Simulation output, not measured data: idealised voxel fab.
Herein follows the process module entitled voxel capacitor over wiring.
We display cut, a cross-section 290 nm in width whose square cells are each 5 nm.
How to read a cross-section here: the picture is a grid of square cells, written as bands going from the top down, and any band can span one or more rows of cells. Heights first: top, then bottom, in nm. Then materials, left to right, each with a width in nm. "full width" on a single material: fills the band edge to edge. "empty": empty space. Height datum 0, below which the as-received substrate wafer is one material. Lowest band open at the bottom, running downward: "0 nm and below". Width "30..40": first value at the band's top row of cells, second value at its bottom row, equal change from row to row. "left unchanged" (step): cross-section cells unchanged, all of them. "Closed internal voids" means: voids of 8 cells or more that are shut off from the top with no open way through. Written width x height at distance, distance from the left edge, in nm. What comes after the settings on a step's line is commentary from the simulator itself on that step. For masked steps, "overlay nm" on the step line gives how far right of plan the mask actually lay; a minus sign means it lay to the left.

Intended process steps:
1,RECEIVE with material Si
2,CONFORMAL_DEP with material SiO2, thk nm 10
3,CONFORMAL_DEP with material SiCN, thk nm 5
4,DIRECTIONAL_DEP with material lowk, thk nm 15
5,MASKED_ETCH with tone open, mask id METAL_1, width nm 30, pitch nm 100, etch materials lowk, depth nm 15, overlay nm 0
6,MASKED_ETCH with tone open, mask id METAL_1, width nm 30, pitch nm 100, etch materials SiCN, depth nm 5, overlay nm 0
7,CONFORMAL_DEP with material TiN, thk nm 5
8,FILL_DEP with material Ru, thk nm 10
9,CMP with height nm 30
10,CONFORMAL_DEP with material SiCN, thk nm 5
11,DIRECTIONAL_DEP with material lowk, thk nm 15
12,DIRECTIONAL_DEP with material aC, thk nm 15
13,PATTERN with tone open, mask id PLUG_1, material resist, width nm 15, thk nm 30, overlay nm 0
14,DIRECTIONAL_ETCH with etch materials aC, depth nm 15
15,STRIP with etch materials resist
16,DIRECTIONAL_ETCH with etch materials lowk, depth nm 15
17,DIRECTIONAL_ETCH with etch materials SiCN, depth nm 5
18,STRIP with etch materials aC
19,EPI with material Ru, thk nm 10
20,EPI with material Ru, thk nm 10
21,DIRECTIONAL_DEP with material TiN, thk nm 5
22,DIRECTIONAL_DEP with material Al2O3, thk nm 5
23,DIRECTIONAL_DEP with material TiN, thk nm 10
24,MASKED_ETCH with tone cover, mask id UPPER_PLATE, width nm 75, etch materials TiN, depth nm 10, overlay nm 0
25,MASKED_ETCH with tone cover, mask id UPPER_PLATE, width nm 75, etch materials Al2O3, depth nm 5, overlay nm 0
26,DIRECTIONAL_DEP with material aC, thk nm 15
27,PATTERN with tone cover, mask id LOWER_PLATE, material resist, width nm 85, thk nm 35, overlay nm 0
28,DIRECTIONAL_ETCH with etch materials aC, depth nm 15
29,STRIP with etch materials resist
30,DIRECTIONAL_ETCH with etch materials TiN, depth nm 5
31,STRIP with etch materials aC
32,FILL_DEP with material SiO2, thk nm 15
33,CMP with height nm 80
34,PATTERN with tone open, mask id PLUG_2, material resist, width nm 15, thk nm 15, overlay nm 0
35,DIRECTIONAL_ETCH with etch materials SiO2, depth nm 10
36,STRIP with etch materials resist
37,CONFORMAL_DEP with material TiN, thk nm 5
38,FILL_DEP with material Cu, thk nm 10
39,CMP with height nm 80
40,CONFORMAL_DEP with material SiN, thk nm 5
What sets these wafers apart? The thk nm at step 7. They all start alike, and the plan carries the first wafer's value.

Sectional view: first of several wafers, as received, after step 1:
> 0 nm and below = Si full width
> Closed internal voids: none

At the end of the module, after its last step, step 40, the first of several wafers appears in cross-section as follows:
> 85 nm to 80 nm = SiN full width
> 80 nm to 75 nm = SiO2: 105; TiN: 5; Cu: 5; TiN: 5; SiO2: 170
> 75 nm to 70 nm = SiO2: 105; TiN: 15; SiO2: 170
> 70 nm to 60 nm = SiO2: 95; TiN: 75; SiO2: 120
> 60 nm to 55 nm = SiO2: 95; Al2O3: 75; SiO2: 120
> 55 nm to 50 nm = SiO2: 90; TiN: 85; SiO2: 115
> 50 nm to 35 nm = lowk: 95; Ru: 15; lowk: 180
> 35 nm to 30 nm = SiCN: 95; Ru: 15; SiCN: 180
> 30 nm to 15 nm = lowk: 80; TiN: 5; Ru: 20; TiN: 5; lowk: 70; TiN: 5; Ru: 20; TiN: 5; lowk: 80
> 15 nm to 10 nm = SiCN: 80; TiN: 30; SiCN: 70; TiN: 30; SiCN: 80
> 10 nm to 0 nm = SiO2 full width
> 0 nm and below = Si full width
> Closed internal voids: none

Cross-sectional view of the final wafer of several at the module's end:
> 85 nm to 80 nm = SiN full width
> 80 nm to 75 nm = SiO2: 105; TiN: 5; Cu: 5; TiN: 5; SiO2: 170
> 75 nm to 70 nm = SiO2: 105; TiN: 15; SiO2: 170
> 70 nm to 60 nm = SiO2: 95; TiN: 75; SiO2: 120
> 60 nm to 55 nm = SiO2: 95; Al2O3: 75; SiO2: 120
> 55 nm to 50 nm = SiO2: 90; TiN: 85; SiO2: 115
> 50 nm to 35 nm = lowk: 95; Ru: 15; lowk: 180
> 35 nm to 30 nm = SiCN: 95; Ru: 15; SiCN: 180
> 30 nm to 15 nm = lowk: 80; TiN: 30; lowk: 70; TiN: 30; lowk: 80
> 15 nm to 10 nm = SiCN: 80; TiN: 30; SiCN: 70; TiN: 30; SiCN: 80
> 10 nm to 0 nm = SiO2 full width
> 0 nm and below = Si full width
> Closed internal voids: none

The rows of the table below are wafers. Looking at the end of the module, a row counts, for every material, the cells the wafer has gained, shown as (+), or lost, shown as (-), since it was received; its closed voids come next:
thk nm 5; +15 Al2O3; +1 Cu; +36 Ru; +101 SiCN; +58 SiN; +396 SiO2; +76 TiN; +303 lowk; Closed internal voids: none
thk nm 10; +15 Al2O3; +1 Cu; +20 Ru; +101 SiCN; +58 SiN; +396 SiO2; +92 TiN; +303 lowk; Closed internal voids: none
thk nm 15; +15 Al2O3; +1 Cu; +12 Ru; +101 SiCN; +58 SiN; +396 SiO2; +100 TiN; +303 lowk; Closed internal voids: none
thk nm 20; +15 Al2O3; +1 Cu; +12 Ru; +101 SiCN; +58 SiN; +396 SiO2; +100 TiN; +303 lowk; Closed internal voids: none
